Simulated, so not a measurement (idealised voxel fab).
Process module heading - voxel wiring stack
Cross-section cut: width 290 nm, square cells of 5 nm.
Cross-section, as written here: a square-cell grid given band by band from the top down, where a band holds one or more rows of cells. This entry defines a band. It first specifies the height of the band's top and the height of its bottom in nm, and then specifies the band's materials from left to right, stating each material with its width in nm. The word "edge to edge" identifies a single material that fills the band from edge to edge, while the word "blank" identifies empty space. Heights from 0 (as-received wafer is one material below). Bottom band endless downward, as "0 -> down". Quick explanation for "30 to 40": the width changes in equal steps down the rows of cells, from the first number in the band's top row to the second number in its bottom row. Given "left unchanged" for a step, no cell of the cross-section differs between before and after that step. "Trapped cavities": sealed empty spaces, 8 cells or more, no open way to top, listed width x height at distance, with distance from the left edge and width, height and distance in nm. On each step's line, the part that comes after the settings is the simulator's own comment on the step. "overlay nm" denotes, for a step that has a mask, the displacement of the mask to the right of its planned place, with negative values corresponding to the left.
**List of planned process steps**
1,RECEIVE [material Si]
2,CONFORMAL_DEP [material SiO2] [thk nm 15]
3,DIRECTIONAL_DEP [material TiN] [thk nm 5]
4,DIRECTIONAL_DEP [material Ru] [thk nm 25]
5,DIRECTIONAL_DEP [material aC] [thk nm 10]
6,PATTERN [tone cover] [mask id METAL_1] [material resist] [width nm 25] [pitch nm 40] [thk nm 30] [overlay nm 0]
7,DIRECTIONAL_ETCH [etch materials aC] [depth nm 10]
8,STRIP [etch materials resist]
9,DIRECTIONAL_ETCH [etch materials Ru] [depth nm 25]
10,DIRECTIONAL_ETCH [etch materials TiN] [depth nm 5]
11,STRIP [etch materials aC]
12,FILL_DEP [material lowk] [thk nm 10]
13,CMP [height nm 45]
14,CONFORMAL_DEP [material SiCN] [thk nm 5]
15,DIRECTIONAL_DEP [material SiO2] [thk nm 20]
16,PATTERN [tone open] [mask id PLUG_1] [material resist] [width nm 15] [pitch nm 40] [thk nm 20] [overlay nm 0]
17,DIRECTIONAL_ETCH [etch materials SiO2] [depth nm 20]
18,DIRECTIONAL_ETCH [etch materials SiCN] [depth nm 5]
19,STRIP [etch materials resist]
20,EPI [material Ru] [thk nm 10]
21,EPI [material Ru] [thk nm 10]
22,EPI [material Ru] [thk nm 5]
23,DIRECTIONAL_DEP [material TiN] [thk nm 5]
24,DIRECTIONAL_DEP [material Ru] [thk nm 20]
25,DIRECTIONAL_DEP [material aC] [thk nm 15]
26,PATTERN [tone cover] [mask id METAL_2] [material resist] [width nm 25] [pitch nm 40] [thk nm 30] [overlay nm 0]
27,DIRECTIONAL_ETCH [etch materials aC] [depth nm 15]
28,STRIP [etch materials resist]
29,DIRECTIONAL_ETCH [etch materials Ru] [depth nm 20]
30,DIRECTIONAL_ETCH [etch materials TiN] [depth nm 5]
31,STRIP [etch materials aC]
32,FILL_DEP [material lowk] [thk nm 10]
33,CMP [height nm 95]
34,CONFORMAL_DEP [material SiCN] [thk nm 5]
35,DIRECTIONAL_DEP [material SiO2] [thk nm 30]
36,DIRECTIONAL_DEP [material aC] [thk nm 10]
37,PATTERN [tone open] [mask id METAL_3] [material resist] [width nm 25] [pitch nm 40] [thk nm 25] [overlay nm 0]
38,DIRECTIONAL_ETCH [etch materials aC] [depth nm 10]
39,STRIP [etch materials resist]
40,DIRECTIONAL_ETCH [etch materials SiO2] [depth nm 15]
41,STRIP [etch materials aC]
42,PATTERN [tone open] [mask id METAL_3_HOLES] [material resist] [width nm 15] [thk nm 15] [overlay nm 0]
43,DIRECTIONAL_ETCH [etch materials SiO2] [depth nm 15]
44,DIRECTIONAL_ETCH [etch materials SiCN] [depth nm 5]
45,STRIP [etch materials resist]
46,CONFORMAL_DEP [material TiN] [thk nm 5]
47,FILL_DEP [material Cu] [thk nm 5]
48,CMP [height nm 130]
49,CONFORMAL_DEP [material SiCN] [thk nm 5]
50,DIRECTIONAL_DEP [material SiO2] [thk nm 25]
51,MASKED_ETCH [tone open] [mask id METAL_4_HOLES] [width nm 15] [pitch nm 40] [etch materials SiO2] [depth nm 25] [overlay nm 0]
52,PATTERN [tone open] [mask id METAL_4] [material resist] [width nm 25] [pitch nm 40] [thk nm 20] [overlay nm 0]
53,DIRECTIONAL_ETCH [etch materials SiO2] [depth nm 15]
54,DIRECTIONAL_ETCH [etch materials SiCN] [depth nm 5]
55,STRIP [etch materials resist]
56,CONFORMAL_DEP [material TiN] [thk nm 5]
57,FILL_DEP [material Cu] [thk nm 5]
58,CMP [height nm 160]
59,CONFORMAL_DEP [material SiCN] [thk nm 5]
What sets these wafers apart? The thk nm at step 23. They all start alike, and the plan carries the first wafer's value.
**Cross-section, first of several wafers, as delivered after step 1**
* 0 -> down  Si edge to edge
* Trapped cavities: none
**So in this table every wafer gets its own row, and what you see is where it stands at the end of the module: for each material, how many cells it picked up (+) or gave up (-) since we received it, and after that its closed voids**
thk nm 5 | +34 Cu | +120 Ru | +217 SiCN | +939 SiO2 | +76 TiN | +528 lowk | Trapped cavities: none
thk nm 10 | +34 Cu | +110 Ru | +217 SiCN | +939 SiO2 | +134 TiN | +480 lowk | Trapped cavities: none
thk nm 15 | +34 Cu | +100 Ru | +217 SiCN | +939 SiO2 | +192 TiN | +432 lowk | Trapped cavities: none
thk nm 20 | +34 Cu | +90 Ru | +217 SiCN | +939 SiO2 | +250 TiN | +384 lowk | Trapped cavities: none
